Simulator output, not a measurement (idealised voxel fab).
The process module that follows is named voxel spacer lines.
FYI the section here is cut, 225 nm wide, cells are 5 nm squares.
A cross-section is a grid of square cells, given in bands from the top down. A band is one or more rows of cells.
Band: top height; bottom height; in nm. Then, left to right: material with width in nm, for each material. "edge to edge": a single material spanning edge to edge. "air": empty space.
All heights in this document are referenced to 0, defined as the level beneath which the wafer, as received, consists entirely of one material. The lowest band is not bounded below; it extends indefinitely downward and is written in the form "0 -> down".
A width given as "30..40" starts at the first number in the band's top row and ends at the second number in its bottom row, shifting by an equal amount at every step from row to row.
"stayed the same", as given for a step, is the statement that not any cell of the cross-section underwent a change during that step.
Listed in "Enclosed internal voids": every empty space of 8 or more cells without an open way to the top. Form: width x height at distance, the distance being from the left edge, all in nm.
Past the settings on a step's line: simulator remark, on that step.
"overlay nm" denotes, for a step that has a mask, the displacement of the mask to the right of its planned place, with negative values corresponding to the left.

-- Steps planned for the process
1,RECEIVE: material Si
2,CONFORMAL_DEP: material Al2O3, thk nm 10
3,DIRECTIONAL_DEP: material polySi, thk nm 15
4,DIRECTIONAL_DEP: material aC, thk nm 30
5,PATTERN: tone cover, mask id MANDREL, material resist, width nm 20, pitch nm 60, thk nm 35, overlay nm 0
6,DIRECTIONAL_ETCH: etch materials aC, depth nm 30
7,STRIP: etch materials resist
8,CONFORMAL_DEP: material SiO2, thk nm 10
9,DIRECTIONAL_ETCH: etch materials SiO2, depth nm 10
10,STRIP: etch materials aC
11,DIRECTIONAL_ETCH: etch materials polySi, depth nm 15
12,STRIP: etch materials SiO2

-- As-received wafer cross-section (after step 1)
  0 -> down  Si edge to edge
  Enclosed internal voids: none

-- End-of-module cross-section of the first of two wafers, processed as planned
  25 -> 10  air (60) | polySi (10) | air (20) | polySi (10) | air (20) | polySi (10) | air (20) | polySi (10) | air (65)
  10 -> 0  Al2O3 edge to edge
  0 -> down  Si edge to edge
  Enclosed internal voids: none

-- The second wafer, shown in cross-section after the module: started the same way as the first and given the same plan, yet one mistake crept into how it was run
  25 -> 15  Al2O3 edge to edge
  15 -> 0  polySi edge to edge
  0 -> down  Si edge to edge
  Enclosed internal voids: none
What went wrong in running the wafer? the processing plan was not followed for steps 2 and 3, which were run with their positions exchanged
Final difference in cells, second wafer against first, listed per material as more or fewer: 111 more of polySi
